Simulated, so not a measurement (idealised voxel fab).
Module name: voxel trench capacitor (process module)
Cross-section cut: width 165 nm, square cells of 5 nm.
This document writes a cross-section as a grid whose cells are square, and gives it as bands, listed from the top down; one or more rows of cells form a band. It is stipulated that each band's entry specify, in nanometres, the height of the top of the band and then that of its bottom, followed by the materials of the band in left-to-right sequence, each together with its width in nanometres. A single material marked by the word "full width" is understood to fill the band from edge to edge; the word "air" is understood to denote empty space. A quick word on heights: they are counted from 0, and under that level the wafer as it came to us is one material throughout. The lowest band is different from the rest in having no bottom; it simply continues downward, written as in "0 down". A two-number width, for instance "30->40", indicates that the width is equal to the first number in the top row of the band and to the second number in the bottom row, and that it changes by a constant amount per row of cells. "stayed the same" after a step means that no cell of the cross-section changed. "Closed void catalog" enumerates empty spaces isolated from the top, with no open way to it, that contain at least 8 cells, giving each as width x height at distance from the left edge, all three in nm. What comes after the settings on a step's line is commentary from the simulator itself on that step. overlay nm: mask right of planned place by this much (step with mask). Neg. = left.

SET OUT BELOW ARE THE PLANNED STEPS OF THE PROCESS
step 1: RECEIVE (material Si)
step 2: CONFORMAL_DEP (material SiN; thk nm 5)
step 3: DIRECTIONAL_DEP (material aC; thk nm 15)
step 4: PATTERN (tone open; mask id TRENCH; material resist; width nm 15; pitch nm 40; thk nm 35; overlay nm -15)
step 5: DIRECTIONAL_ETCH (etch materials aC; depth nm 15)
step 6: STRIP (etch materials resist)
step 7: DIRECTIONAL_ETCH (etch materials SiN; depth nm 5)
step 8: DIRECTIONAL_ETCH (etch materials Si; depth nm 40)
step 9: STRIP (etch materials aC)
step 10: CONFORMAL_DEP (material Al2O3; thk nm 5)
step 11: FILL_DEP (material polySi; thk nm 5)
step 12: CMP (height nm 5)
Among the wafers covered here, the point of difference is the overlay nm at step 4; their starting state is shared, and the plan presents the value of the first wafer.

FIRST OF SEVERAL WAFERS, RECEIVED AFTER STEP 1, IN CROSS-SECTION
	0 down: Si full width
	Closed void catalog: none

QUICK KEY FOR THE TABLE: A ROW PER WAFER, TAKEN AT THE END OF THE MODULE. FOR EACH MATERIAL IT TELLS YOU HOW MANY CELLS THE WAFER GAINED (+) OR LOST (-) SINCE IT CAME IN, AND THE CLOSED VOIDS COME AFTER
overlay nm -15, +57 Al2O3, -72 Si, +24 SiN, +24 polySi, Closed void catalog: none
overlay nm -10, +57 Al2O3, -72 Si, +24 SiN, +24 polySi, Closed void catalog: none
overlay nm -5, +57 Al2O3, -72 Si, +24 SiN, +24 polySi, Closed void catalog: none
overlay nm 0, +57 Al2O3, -72 Si, +24 SiN, +24 polySi, Closed void catalog: none
overlay nm 5, +57 Al2O3, -72 Si, +24 SiN, +24 polySi, Closed void catalog: none
overlay nm 10, +57 Al2O3, -72 Si, +24 SiN, +24 polySi, Closed void catalog: none
overlay nm 15, +57 Al2O3, -72 Si, +24 SiN, +24 polySi, Closed void catalog: none
